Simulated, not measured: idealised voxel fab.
process module | voxel ribs on slabs
cross-section cut | 170 nm wide | cells 5 nm
A cross-section is a grid of square cells, given in bands from the top down. A band is one or more rows of cells.
Each band's line starts with the height of the band's top and of its bottom, in nm. Then come its materials from left to right, each with its width in nm. One material with "throughout" fills the band from edge to edge. "air" is empty space.
Height 0 is the level under which the wafer as received is all one material. The lowest band goes on downwards, as in "0 down".
A width such as "30 to 40" changes by the same amount from each row of cells to the next, from the band's top row to its bottom row.
"no change" after a step means that no cell of the cross-section changed.
closed voids: empty space of 8 cells or more with no open way to the top, each as width x height at its distance from the left edge, in nm
after a step's settings: what the simulator itself notes on the step
overlay nm, on a step with a mask: how far to the right of its planned place the mask lay; to the left if negative
plan
1 op RECEIVE | material Si
2 op DIRECTIONAL_DEP | material SiO2 | thk nm 30
3 op DIRECTIONAL_DEP | material polySi | thk nm 25
4 op DIRECTIONAL_DEP | material aC | thk nm 10
5 op PATTERN | tone cover | mask id RIB | material resist | width nm 25 | thk nm 30 | overlay nm 0
6 op DIRECTIONAL_ETCH | etch materials aC | depth nm 10
7 op STRIP | etch materials resist
8 op DIRECTIONAL_ETCH | etch materials polySi | depth nm 10
9 op STRIP | etch materials aC
10 op MASKED_ETCH | tone cover | mask id SLAB | width nm 55 | etch materials polySi | depth nm 15 | overlay nm 0
11 op FILL_DEP | material SiO2 | thk nm 25
12 op CMP | height nm 75
13 op DIRECTIONAL_DEP | material W | thk nm 10
14 op DIRECTIONAL_DEP | material aC | thk nm 15
15 op PATTERN | tone cover | mask id HEATER | material resist | width nm 35 | thk nm 30 | overlay nm 0
16 op DIRECTIONAL_ETCH | etch materials aC | depth nm 15
17 op STRIP | etch materials resist
18 op DIRECTIONAL_ETCH | etch materials W | depth nm 10
19 op STRIP | etch materials aC
20 op CONFORMAL_DEP | material SiO2 | thk nm 5
first wafer, as planned
as received, after step 1
  0 down: Si throughout
  closed voids: none
after step 2
  30 to 0: SiO2 throughout
  below 0: unchanged
after step 3
  55 to 30: polySi throughout
  below 30: unchanged
after step 4
  65 to 55: aC throughout
  below 55: unchanged
after step 5
  95 to 65: air 70 | resist 25 | air 75
  below 65: unchanged
after step 6
  85 to 65: air 70 | resist 25 | air 75
  65 to 55: air 70 | aC 25 | air 75
  below 55: unchanged
after step 7
  65 to 55: air 70 | aC 25 | air 75
  below 55: unchanged
after step 8
  65 to 55: air 70 | aC 25 | air 75
  55 to 45: air 70 | polySi 25 | air 75
  below 45: unchanged
after step 9
  55 to 45: air 70 | polySi 25 | air 75
  below 45: unchanged
after step 10
  55 to 45: air 70 | polySi 25 | air 75
  45 to 30: air 55 | polySi 55 | air 60
  below 30: unchanged
after step 11
  80 to 55: SiO2 throughout
  55 to 45: SiO2 70 | polySi 25 | SiO2 75
  45 to 30: SiO2 55 | polySi 55 | SiO2 60
  below 30: unchanged
after step 12
  75 to 55: SiO2 throughout
  below 55: unchanged
after step 13
  85 to 75: W throughout
  below 75: unchanged
after step 14
  100 to 85: aC throughout
  below 85: unchanged
after step 15
  130 to 100: air 65 | resist 35 | air 70
  below 100: unchanged
after step 16
  115 to 100: air 65 | resist 35 | air 70
  100 to 85: air 65 | aC 35 | air 70
  below 85: unchanged
after step 17
  100 to 85: air 65 | aC 35 | air 70
  below 85: unchanged
after step 18
  100 to 85: air 65 | aC 35 | air 70
  85 to 75: air 65 | W 35 | air 70
  below 75: unchanged
after step 19
  85 to 75: air 65 | W 35 | air 70
  below 75: unchanged
after step 20
  90 to 85: air 60 | SiO2 45 | air 65
  85 to 80: air 60 | SiO2 5 | W 35 | SiO2 5 | air 65
  80 to 75: SiO2 65 | W 35 | SiO2 70
  below 75: unchanged
second wafer: like start, like plan, one mistake. Through step 1 it matches the first wafer
when step 2 should have ended
  35 to 0: SiO2 throughout
  below 0: unchanged
when step 3 should have ended
  60 to 35: polySi throughout
  below 35: unchanged
when step 4 should have ended
  70 to 60: aC throughout
  below 60: unchanged
when step 5 should have ended
  100 to 70: air 70 | resist 25 | air 75
  below 70: unchanged
when step 6 should have ended
  90 to 70: air 70 | resist 25 | air 75
  70 to 60: air 70 | aC 25 | air 75
  below 60: unchanged
when step 7 should have ended
  70 to 60: air 70 | aC 25 | air 75
  below 60: unchanged
when step 8 should have ended
  70 to 60: air 70 | aC 25 | air 75
  60 to 50: air 70 | polySi 25 | air 75
  below 50: unchanged
when step 9 should have ended
  60 to 50: air 70 | polySi 25 | air 75
  below 50: unchanged
when step 10 should have ended
  60 to 50: air 70 | polySi 25 | air 75
  50 to 35: air 55 | polySi 55 | air 60
  below 35: unchanged
when step 11 should have ended
  85 to 60: SiO2 throughout
  60 to 50: SiO2 70 | polySi 25 | SiO2 75
  50 to 35: SiO2 55 | polySi 55 | SiO2 60
  below 35: unchanged
when step 12 should have ended
  75 to 60: SiO2 throughout
  below 60: unchanged
when step 13 should have ended
  85 to 75: W throughout
  below 75: unchanged
when step 14 should have ended
  100 to 85: aC throughout
  below 85: unchanged
when step 15 should have ended
  130 to 100: air 65 | resist 35 | air 70
  below 100: unchanged
when step 16 should have ended
  115 to 100: air 65 | resist 35 | air 70
  100 to 85: air 65 | aC 35 | air 70
  below 85: unchanged
when step 17 should have ended
  100 to 85: air 65 | aC 35 | air 70
  below 85: unchanged
when step 18 should have ended
  100 to 85: air 65 | aC 35 | air 70
  85 to 75: air 65 | W 35 | air 70
  below 75: unchanged
when step 19 should have ended
  85 to 75: air 65 | W 35 | air 70
  below 75: unchanged
when step 20 should have ended
  90 to 85: air 60 | SiO2 45 | air 65
  85 to 80: air 60 | SiO2 5 | W 35 | SiO2 5 | air 65
  80 to 75: SiO2 65 | W 35 | SiO2 70
  below 75: unchanged
what went wrong: step 2 ran as: op DIRECTIONAL_DEP | material SiO2 | thk nm 35
at the end the second wafer has, in cells: as many of each material as the first, in other places
